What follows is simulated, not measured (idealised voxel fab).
Module name: voxel fin reveal (process module)
295 nm wide, 5 nm square cells: that's cross-section cut.
When this document writes out a cross-section, it uses a grid of square cells and lists it as bands, beginning at the top and moving down, with a band standing for one or more rows of cells.
Band entry format. Leading values: height of top, height of bottom, nm. Remainder: materials in left-to-right order, each with its width in nm. Special words: "edge to edge" on a single material, which then fills the band edge to edge; "blank", empty space.
Heights are expressed relative to 0, this being the level below which the as-received wafer comprises one material exclusively. The lowest band is unbounded in the downward direction and is denoted as in "0 down".
A width such as "30->40" changes by the same amount from each row of cells to the next, from the band's top row to its bottom row.
Basically "nothing was modified" means that step didn't change any cell in the cross-section.
This entry, "Non-vented voids", enumerates those empty regions of no fewer than 8 cells that possess no open connection to the top. Each region is reported in the form width x height at distance, the distance being taken from the left edge, with all three quantities expressed in nm.
Where a step's line continues beyond its settings, the continuation is a remark by the simulator itself on that step.
You can add "overlay nm" to a step's line. For a step with a mask, it describes how far the mask lay to the right of its planned position, and a negative number describes a lay to the left.

So here's the lineup of process steps we planned
1) RECEIVE,material Si
2) CONFORMAL_DEP,material SiN,thk nm 10
3) MASKED_ETCH,tone cover,mask id FINS,width nm 15,pitch nm 45,etch materials SiN,depth nm 10,overlay nm 0
4) MASKED_ETCH,tone cover,mask id FINS,width nm 15,pitch nm 45,etch materials Si,depth nm 40,overlay nm 0
5) OXIDIZE,depth nm 5
6) FILL_DEP,material SiO2,thk nm 15
7) CMP,height nm 10
8) SELECTIVE_ETCH,etch materials SiO2,depth nm 25
9) STRIP,etch materials SiN

First of two wafers: run as planned

So this is the incoming wafer in cross-section - it's already been through step 1
- 0 down | Si edge to edge
- Non-vented voids: none

Step 2 done - wafer cross-section
- 10 to 0 | SiN edge to edge
- Whatever lies below 0 is exactly as it was before.

Step 3 done - wafer cross-section
- 10 to 0 | 115 blank  15 SiN  30 blank  15 SiN  120 blank
- Whatever lies below 0 is exactly as it was before.

Step 4 done - wafer cross-section
- 10 to 0 | 115 blank  15 SiN  30 blank  15 SiN  120 blank
- 0 to -40 | 115 blank  15 Si  30 blank  15 Si  120 blank
- Whatever lies below -40 is exactly as it was before.

Step 5 done - wafer cross-section
- 10 to 0 | 115 blank  15 SiN  30 blank  15 SiN  120 blank
- 0 to -40 | 115 blank  5 SiO2  5 Si  5 SiO2  30 blank  5 SiO2  5 Si  5 SiO2  120 blank
- -40 to -45 | 120 SiO2  5 Si  40 SiO2  5 Si  125 SiO2
- Whatever lies below -45 is exactly as it was before.

Step 6 done - wafer cross-section
- 25 to 10 | SiO2 edge to edge
- 10 to 0 | 115 SiO2  15 SiN  30 SiO2  15 SiN  120 SiO2
- 0 to -45 | 120 SiO2  5 Si  40 SiO2  5 Si  125 SiO2
- Whatever lies below -45 is exactly as it was before.

Step 7 done - wafer cross-section
- 10 to 0 | 115 SiO2  15 SiN  30 SiO2  15 SiN  120 SiO2
- Whatever lies below 0 is exactly as it was before.

Step 8 done - wafer cross-section
- 10 to 0 | 115 blank  15 SiN  30 blank  15 SiN  120 blank
- 0 to -15 | 120 blank  5 Si  40 blank  5 Si  125 blank
- Whatever lies below -15 is exactly as it was before.

Step 9 done - wafer cross-section
- 0 to -15 | 120 blank  5 Si  40 blank  5 Si  125 blank
- Whatever lies below -15 is exactly as it was before.

Second of two: same start, same plan, one run error; steps up to and including 3 match the first

Cross-section, second wafer, at the end time the plan gives for step 4
- 10 to 0 | 115 blank  15 SiN  30 blank  15 SiN  120 blank
- 0 to -45 | 115 blank  15 Si  30 blank  15 Si  120 blank
- Whatever lies below -45 is exactly as it was before.

Cross-section, second wafer, at the end time the plan gives for step 5
- 10 to 0 | 115 blank  15 SiN  30 blank  15 SiN  120 blank
- 0 to -45 | 115 blank  5 SiO2  5 Si  5 SiO2  30 blank  5 SiO2  5 Si  5 SiO2  120 blank
- -45 to -50 | 120 SiO2  5 Si  40 SiO2  5 Si  125 SiO2
- Whatever lies below -50 is exactly as it was before.

Cross-section, second wafer, at the end time the plan gives for step 6
- 25 to 10 | SiO2 edge to edge
- 10 to 0 | 115 SiO2  15 SiN  30 SiO2  15 SiN  120 SiO2
- 0 to -50 | 120 SiO2  5 Si  40 SiO2  5 Si  125 SiO2
- Whatever lies below -50 is exactly as it was before.

Cross-section, second wafer, at the end time the plan gives for step 7
- 10 to 0 | 115 SiO2  15 SiN  30 SiO2  15 SiN  120 SiO2
- Whatever lies below 0 is exactly as it was before.

Cross-section, second wafer, at the end time the plan gives for step 8
- 10 to 0 | 115 blank  15 SiN  30 blank  15 SiN  120 blank
- 0 to -15 | 120 blank  5 Si  40 blank  5 Si  125 blank
- Whatever lies below -15 is exactly as it was before.

Cross-section, second wafer, at the end time the plan gives for step 9
- 0 to -15 | 120 blank  5 Si  40 blank  5 Si  125 blank
- Whatever lies below -15 is exactly as it was before.
what went wrong: note that step 4 departed from the planned setting and was carried out as MASKED_ETCH,tone cover,mask id FINS,width nm 15,pitch nm 45,etch materials Si,depth nm 45,overlay nm 0
Final difference in cells, second wafer against first, listed per material as more or fewer: Si -57 | SiO2 +57
